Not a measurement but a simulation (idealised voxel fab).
Process module name: voxel capacitor over wiring
Displayed cross-section: cut, width of 165 nm, square cells sized 5 nm.
Cross-section = grid of square cells, listed top down in bands; band = one or more rows. Look at the band entry: it leads with the top's height and the bottom's height in nm. Then it lists the materials left to right, with a width in nm for each. The word "edge to edge" on a single material says that material fills the band edge to edge. The word "blank" is empty space. Counting heights begins at 0, where everything beneath is, in the wafer as received, one material. The lowest band has no bottom; it goes on downwards, as "0 and below" shows. It should be noted that a width expressed as "30..40" varies in equal increments from row to row of cells within the band, taking the value of the first number at the top row and that of the second number at the bottom row. No cell of the cross-section changed in a step that is given as "nothing changed". "Fully closed voids" lists enclosed empty spaces (at least 8 cells, no open path upward to the top), each as width x height at distance from the left edge, in nm. Past the settings on a step's line: simulator remark, on that step. overlay nm: mask right of planned place by this much (step with mask). Neg. = left.
These are the steps we planned for the process:
- 1: RECEIVE (material Si)
- 2: CONFORMAL_DEP (material SiO2; thk nm 10)
- 3: CONFORMAL_DEP (material SiN; thk nm 5)
- 4: DIRECTIONAL_DEP (material lowk; thk nm 20)
- 5: DIRECTIONAL_DEP (material aC; thk nm 15)
- 6: PATTERN (tone open; mask id METAL_1; material resist; width nm 20; pitch nm 90; thk nm 35; overlay nm 0)
- 7: DIRECTIONAL_ETCH (etch materials aC; depth nm 15)
- 8: STRIP (etch materials resist)
- 9: DIRECTIONAL_ETCH (etch materials lowk; depth nm 20)
- 10: DIRECTIONAL_ETCH (etch materials SiN; depth nm 5)
- 11: STRIP (etch materials aC)
- 12: CONFORMAL_DEP (material TiN; thk nm 5)
- 13: FILL_DEP (material Cu; thk nm 5)
- 14: CMP (height nm 35)
- 15: CONFORMAL_DEP (material SiCN; thk nm 5)
- 16: DIRECTIONAL_DEP (material lowk; thk nm 20)
- 17: PATTERN (tone open; mask id PLUG_1; material resist; width nm 15; thk nm 15; overlay nm 0)
- 18: DIRECTIONAL_ETCH (etch materials lowk; depth nm 20)
- 19: DIRECTIONAL_ETCH (etch materials SiCN; depth nm 5)
- 20: STRIP (etch materials resist)
- 21: EPI (material Ru; thk nm 10)
- 22: EPI (material Ru; thk nm 10)
- 23: EPI (material Ru; thk nm 5)
- 24: DIRECTIONAL_DEP (material TiN; thk nm 5)
- 25: DIRECTIONAL_DEP (material HfO2; thk nm 5)
- 26: DIRECTIONAL_DEP (material TiN; thk nm 5)
- 27: MASKED_ETCH (tone cover; mask id UPPER_PLATE; width nm 75; etch materials TiN; depth nm 5; overlay nm 0)
- 28: MASKED_ETCH (tone cover; mask id UPPER_PLATE; width nm 75; etch materials HfO2; depth nm 5; overlay nm 0)
- 29: PATTERN (tone cover; mask id LOWER_PLATE; material resist; width nm 85; thk nm 20; overlay nm 0)
- 30: DIRECTIONAL_ETCH (etch materials TiN; depth nm 5)
- 31: STRIP (etch materials resist)
- 32: FILL_DEP (material SiO2; thk nm 15)
- 33: CMP (height nm 85)
- 34: DIRECTIONAL_DEP (material aC; thk nm 10)
- 35: PATTERN (tone open; mask id PLUG_2; material resist; width nm 15; thk nm 30; overlay nm 0)
- 36: DIRECTIONAL_ETCH (etch materials aC; depth nm 10)
- 37: STRIP (etch materials resist)
- 38: DIRECTIONAL_ETCH (etch materials SiO2; depth nm 10)
- 39: STRIP (etch materials aC)
- 40: CONFORMAL_DEP (material TiN; thk nm 5)
- 41: FILL_DEP (material Cu; thk nm 10)
- 42: CMP (height nm 85)
- 43: CONFORMAL_DEP (material SiCN; thk nm 5)
Cross-sectional view of the wafer in its as-received condition, corresponding to the state after step 1:
> 0 and below: Si edge to edge
> Fully closed voids: none
Here's the cross-section of the first of our two wafers at the end of the module - it ran as planned:
> 90 down to 85: SiCN edge to edge
> 85 down to 80: SiO2=40; TiN=5; Cu=5; TiN=5; SiO2=110
> 80 down to 70: SiO2=40..30; TiN=15..75; SiO2=110..60
> 70 down to 65: SiO2=30; HfO2=75; SiO2=60
> 65 down to 60: SiO2=25; TiN=85; SiO2=55
> 60 down to 40: lowk=30; Ru=15; lowk=120
> 40 down to 35: SiCN=30; Ru=15; SiCN=120
> 35 down to 15: lowk=25; TiN=5; Cu=10; TiN=5; lowk=70; TiN=5; Cu=10; TiN=5; lowk=30
> 15 down to 10: SiN=25; TiN=20; SiN=70; TiN=20; SiN=30
> 10 down to 0: SiO2 edge to edge
> 0 and below: Si edge to edge
> Fully closed voids: none
So this is wafer number two of the two, cut at the end of the module - it started where the first did and had the same plan, we just got one thing wrong running it:
> 90 down to 85: SiCN edge to edge
> 85 down to 80: SiO2=40; TiN=5; Cu=5; TiN=5; SiO2=110
> 80 down to 75: SiO2=40; TiN=15; SiO2=110
> 75 down to 70: SiO2=25; TiN=5; SiO2=75; TiN=5; SiO2=55
> 70 down to 65: HfO2 edge to edge
> 65 down to 60: TiN edge to edge
> 60 down to 40: lowk=30; Ru=15; lowk=120
> 40 down to 35: SiCN=30; Ru=15; SiCN=120
> 35 down to 15: lowk=25; TiN=5; Cu=10; TiN=5; lowk=70; TiN=5; Cu=10; TiN=5; lowk=30
> 15 down to 10: SiN=25; TiN=20; SiN=70; TiN=20; SiN=30
> 10 down to 0: SiO2 edge to edge
> 0 and below: Si edge to edge
> Fully closed voids: none
Want to know what went wrong? step 27, actual vs plan mismatch, actual run MASKED_ETCH (tone open; mask id UPPER_PLATE; width nm 75; etch materials TiN; depth nm 5; overlay nm 0)
Once processing is complete, comparing cell counts shows that the second wafer has more or fewer of certain materials than the first: HfO2: 18 more, SiO2: 21 fewer, TiN: 3 more
